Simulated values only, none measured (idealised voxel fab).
voxel released beams: a process module
Displayed cross-section: cut, width of 185 nm, square cells sized 5 nm.
A cross-section in this document is a grid of square cells, and it is written down as bands, the top band listed before the ones below it; a band is made up of one or more rows of cells.
Band entry format. Leading values: height of top, height of bottom, nm. Remainder: materials in left-to-right order, each with its width in nm. Special words: "full width" on a single material, which then fills the band edge to edge; "air", empty space.
Note: height 0 marks the level under which the wafer is uniformly one material as received. Lowest band unbounded below, written "0 nm and below".
Per-row width for "30 to 40": begins at first number (top row of band), ends at second number (bottom row), increment between rows held constant.
It should be understood that the words "changes: none", when stated for a given step, signify that the cross-section underwent no change in any of its cells during that step.
"Closed internal voids" enumerates empty spaces isolated from the top, with no open way to it, that contain at least 8 cells, giving each as width x height at distance from the left edge, all three in nm.
Heads up: the bit after the settings on a step's line is the simulator's remark on that step.
overlay nm: where the mask lay relative to plan, measured to the right, on steps with a mask; negatives go left.
### This section lists the process steps that were planned
1: RECEIVE with material Si
2: CONFORMAL_DEP with material Al2O3, thk nm 5
3: DIRECTIONAL_DEP with material SiO2, thk nm 10
4: DIRECTIONAL_DEP with material aC, thk nm 10
5: PATTERN with tone open, mask id ANCHOR, material resist, width nm 35, thk nm 30, overlay nm 0
6: DIRECTIONAL_ETCH with etch materials aC, depth nm 10
7: STRIP with etch materials resist
8: DIRECTIONAL_ETCH with etch materials SiO2, depth nm 10
9: STRIP with etch materials aC
10: CONFORMAL_DEP with material polySi, thk nm 10
11: MASKED_ETCH with tone cover, mask id BEAM, width nm 95, etch materials polySi, depth nm 10, overlay nm 0
12: STRIP with etch materials SiO2
### Cross-section of the wafer at receipt, which is the condition after step 1
- 0 nm and below = Si full width
- Closed internal voids: none
### Result of the module, cross-sectioned: start per above, plan per above, one error in how it was run
- 10 nm to 0 nm = air: 40; polySi: 95; air: 50
- 0 nm and below = Si full width
- Closed internal voids: none
Here's what went sideways: off-plan run, step 9, actual operation and settings STRIP with etch materials Al2O3
